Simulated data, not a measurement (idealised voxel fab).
Presented below is a process module, voxel lift off.
We display cut, a cross-section 295 nm in width whose square cells are each 5 nm.
A cross-section is a grid of square cells, given in bands from the top down. A band is one or more rows of cells.
Top height, bottom height, nm. Materials left to right, width each, nm. Single material + "all across" = fills band edge to edge. "blank" = empty.
Measure heights from 0. That's the level where, below it, the as-received wafer is all one material. The lowest band is bottomless and extends downward; write it as in "top 0, no bottom".
With a width like "30 to 40", each row of cells in the band differs from the next by the same amount, the top row carrying the first number and the bottom row the second.
Step marked "left unchanged"? Then no cell in the cross-section changed in it.
For the entry "Enclosed empty spaces", the listed items are empty spaces with no open way to the top whose size is 8 cells or more; each item follows the pattern width x height at distance, where distance is from the left edge and all three are in nm.
Text after the settings on a step's line: the simulator's own remark on that step.
"overlay nm" denotes, for a step that has a mask, the displacement of the mask to the right of its planned place, with negative values corresponding to the left.

Planned step list for the process:
- 1: RECEIVE | material Si
- 2: CONFORMAL_DEP | material Al2O3 | thk nm 15
- 3: PATTERN | tone open | mask id LINES | material resist | width nm 30 | pitch nm 55 | thk nm 15 | overlay nm 0
- 4: DIRECTIONAL_DEP | material Ru | thk nm 5
- 5: STRIP | etch materials resist
- 6: CONFORMAL_DEP | material SiO2 | thk nm 10

On the first of the two wafers: run conducted according to plan:

Cross-section of the wafer upon arrival, representing the state reached after step 1:
	top 0, no bottom: Si all across
	Enclosed empty spaces: none

Step 2 done - wafer cross-section:
	top 15, bottom 0: Al2O3 all across
	Rest of section, below 0: as before.

Step 3 done - wafer cross-section:
	top 30, bottom 15: resist (75), then blank (30), then resist (25), then blank (30), then resist (25), then blank (30), then resist (80)
	Rest of section, below 15: as before.

Step 4 done - wafer cross-section:
	top 35, bottom 30: Ru (75), then blank (30), then Ru (25), then blank (30), then Ru (25), then blank (30), then Ru (80)
	top 30, bottom 20: resist (75), then blank (30), then resist (25), then blank (30), then resist (25), then blank (30), then resist (80)
	top 20, bottom 15: resist (75), then Ru (30), then resist (25), then Ru (30), then resist (25), then Ru (30), then resist (80)
	Rest of section, below 15: as before.

Step 5 done - wafer cross-section:
	top 20, bottom 15: blank (75), then Ru (30), then blank (25), then Ru (30), then blank (25), then Ru (30), then blank (80)
	Rest of section, below 15: as before.

Step 6 done - wafer cross-section:
	top 30, bottom 25: blank (65), then SiO2 (50), then blank (5), then SiO2 (50), then blank (5), then SiO2 (50), then blank (70)
	top 25, bottom 20: SiO2 all across
	top 20, bottom 15: SiO2 (75), then Ru (30), then SiO2 (25), then Ru (30), then SiO2 (25), then Ru (30), then SiO2 (80)
	Rest of section, below 15: as before.

What follows concerns the second wafer, which started out like the first and was meant to follow the very same plan; one mistake crept in when it was run, but everything up to and including step 5 is the same as for the first wafer:

Cross-section, second wafer, at the end time the plan gives for step 6:
	top 25, bottom 20: blank (70), then SiO2 (40), then blank (15), then SiO2 (40), then blank (15), then SiO2 (40), then blank (75)
	top 20, bottom 15: SiO2 (75), then Ru (30), then SiO2 (25), then Ru (30), then SiO2 (25), then Ru (30), then SiO2 (80)
	Rest of section, below 15: as before.
Which mistake was made when the wafer was run? heads up, step 6 didn't go per plan, it actually ran as CONFORMAL_DEP | material SiO2 | thk nm 5
Bottom line after processing is that, in cells, the second wafer is up or down on some materials versus the first: SiO2 -65
